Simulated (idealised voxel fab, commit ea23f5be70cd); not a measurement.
A process module follows: voxel fin reveal.
The cross-section on display is named cut; it measures 275 nm wide, and its cells are 5 nm squares.
Think of the cross-section as a grid of square cells. We describe it in bands, top to bottom, and each band covers one or more rows of those cells.
Each band's line starts with the height of the band's top and of its bottom, in nm. Then come its materials from left to right, each with its width in nm. One material with "edge to edge" fills the band from edge to edge. "air" is empty space.
Heights are reckoned from 0. Under this level, the received wafer is all of one material. The bottommost band is open-ended downward, for example "0..down".
Width: "30 to 40" (first number = top row, second number = bottom row, same change from row to row of cells).
No cell of the cross-section changed in a step that is given as "nothing changed".
Listed in "Entrapped void list": every empty space of 8 or more cells without an open way to the top. Form: width x height at distance, the distance being from the left edge, all in nm.
The remark found on a step's line after its settings is issued by the simulator itself and pertains to that step.
The optional step-line setting "overlay nm" applies to steps with a mask and quantifies how far to the right of its planned location the mask lay, a negative value indicating leftward placement.
-- Set out below are the planned steps of the process
1,RECEIVE, material Si
2,CONFORMAL_DEP, material SiN, thk nm 10
3,PATTERN, tone cover, mask id FINS, material resist, width nm 15, pitch nm 35, thk nm 20, overlay nm 0
4,DIRECTIONAL_ETCH, etch materials SiN, depth nm 10
5,DIRECTIONAL_ETCH, etch materials Si, depth nm 40
6,STRIP, etch materials resist
7,OXIDIZE, depth nm 5
8,FILL_DEP, material SiO2, thk nm 15
9,CMP, height nm 10
10,SELECTIVE_ETCH, etch materials SiO2, depth nm 25
11,STRIP, etch materials SiN
12,CONFORMAL_DEP, material HfO2, thk nm 5
-- First wafer of two (run as planned)
-- Incoming wafer, cross-sectional view, post step 1
0..down  Si edge to edge
Entrapped void list: none
-- Wafer after step 2 (cross-section)
10..0  SiN edge to edge
No changes below 0.
-- Wafer after step 3 (cross-section)
30..10  110 air  15 resist  20 air  15 resist  115 air
No changes below 10.
-- Wafer after step 4 (cross-section)
30..10  110 air  15 resist  20 air  15 resist  115 air
10..0  110 air  15 SiN  20 air  15 SiN  115 air
No changes below 0.
-- Wafer after step 5 (cross-section)
30..10  110 air  15 resist  20 air  15 resist  115 air
10..0  110 air  15 SiN  20 air  15 SiN  115 air
0..-40  110 air  15 Si  20 air  15 Si  115 air
No changes below -40.
-- Wafer after step 6 (cross-section)
10..0  110 air  15 SiN  20 air  15 SiN  115 air
No changes below 0.
-- Wafer after step 7 (cross-section)
10..0  110 air  15 SiN  20 air  15 SiN  115 air
0..-40  110 air  5 SiO2  5 Si  5 SiO2  20 air  5 SiO2  5 Si  5 SiO2  115 air
-40..-45  115 SiO2  5 Si  30 SiO2  5 Si  120 SiO2
No changes below -45.
-- Wafer after step 8 (cross-section)
25..10  SiO2 edge to edge
10..0  110 SiO2  15 SiN  20 SiO2  15 SiN  115 SiO2
0..-45  115 SiO2  5 Si  30 SiO2  5 Si  120 SiO2
No changes below -45.
-- Wafer after step 9 (cross-section)
10..0  110 SiO2  15 SiN  20 SiO2  15 SiN  115 SiO2
No changes below 0.
-- Wafer after step 10 (cross-section)
10..0  110 air  15 SiN  20 air  15 SiN  115 air
0..-15  115 air  5 Si  30 air  5 Si  120 air
No changes below -15.
-- Wafer after step 11 (cross-section)
0..-15  115 air  5 Si  30 air  5 Si  120 air
No changes below -15.
-- Wafer after step 12 (cross-section)
5..0  110 air  15 HfO2  20 air  15 HfO2  115 air
0..-10  110 air  5 HfO2  5 Si  5 HfO2  20 air  5 HfO2  5 Si  5 HfO2  115 air
-10..-15  115 HfO2  5 Si  30 HfO2  5 Si  120 HfO2
No changes below -15.
-- It is to be noted that the second wafer proceeded from the same initial state and according to the same plan as the first, although one mistake was committed in its execution; through step 11, inclusive, the two wafers share an identical history
-- Cross-section: second wafer, time at which step 12 was scheduled to end
15..0  100 air  70 HfO2  105 air
0..-15  115 HfO2  5 Si  30 HfO2  5 Si  120 HfO2
No changes below -15.
Diagnosis: so step 12 ended up running with a different setting than we planned, it ran as CONFORMAL_DEP, material HfO2, thk nm 15
Heads up, by the end the second wafer has more or fewer cells of some materials compared to the first: HfO2: 134 more
